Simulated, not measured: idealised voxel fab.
process module | voxel ribs on slabs
cross-section cut | 255 nm wide | cells 5 nm
A cross-section is a grid of square cells, given in bands from the top down. A band is one or more rows of cells.
Each band's line starts with the height of the band's top and of its bottom, in nm. Then come its materials from left to right, each with its width in nm. One material with "throughout" fills the band from edge to edge. "air" is empty space.
Height 0 is the level under which the wafer as received is all one material. The lowest band goes on downwards, as in "0 down".
A width such as "30 to 40" changes by the same amount from each row of cells to the next, from the band's top row to its bottom row.
"no change" after a step means that no cell of the cross-section changed.
closed voids: empty space of 8 cells or more with no open way to the top, each as width x height at its distance from the left edge, in nm
after a step's settings: what the simulator itself notes on the step
overlay nm, on a step with a mask: how far to the right of its planned place the mask lay; to the left if negative
plan
1 op RECEIVE | material Si
2 op DIRECTIONAL_DEP | material SiO2 | thk nm 20
3 op DIRECTIONAL_DEP | material polySi | thk nm 15
4 op MASKED_ETCH | tone cover | mask id RIB | width nm 20 | etch materials polySi | depth nm 5 | overlay nm 0
5 op DIRECTIONAL_DEP | material aC | thk nm 15
6 op PATTERN | tone cover | mask id SLAB | material resist | width nm 70 | thk nm 30 | overlay nm -15
7 op DIRECTIONAL_ETCH | etch materials aC | depth nm 15
8 op STRIP | etch materials resist
9 op DIRECTIONAL_ETCH | etch materials polySi | depth nm 10
10 op STRIP | etch materials aC
11 op FILL_DEP | material SiO2 | thk nm 20
12 op CMP | height nm 45
13 op DIRECTIONAL_DEP | material W | thk nm 5
14 op MASKED_ETCH | tone cover | mask id HEATER | width nm 30 | etch materials W | depth nm 5 | overlay nm 0
15 op CONFORMAL_DEP | material SiN | thk nm 5
varied across the wafers: overlay nm of step 6. The plan shows the first wafer's value. All wafers start alike
first wafer as received, after step 1
  0 down: Si throughout
  closed voids: none
each wafer at the end: cells of each material gained (+) or lost (-) since it was received, then its closed voids
overlay nm -15 | +53 SiN | +427 SiO2 | +6 W | +32 polySi | closed voids: none
overlay nm -10 | +53 SiN | +427 SiO2 | +6 W | +32 polySi | closed voids: none
overlay nm -5 | +53 SiN | +427 SiO2 | +6 W | +32 polySi | closed voids: none
overlay nm 0 | +53 SiN | +427 SiO2 | +6 W | +32 polySi | closed voids: none
overlay nm 5 | +53 SiN | +427 SiO2 | +6 W | +32 polySi | closed voids: none
overlay nm 10 | +53 SiN | +427 SiO2 | +6 W | +32 polySi | closed voids: none
overlay nm 15 | +53 SiN | +427 SiO2 | +6 W | +32 polySi | closed voids: none
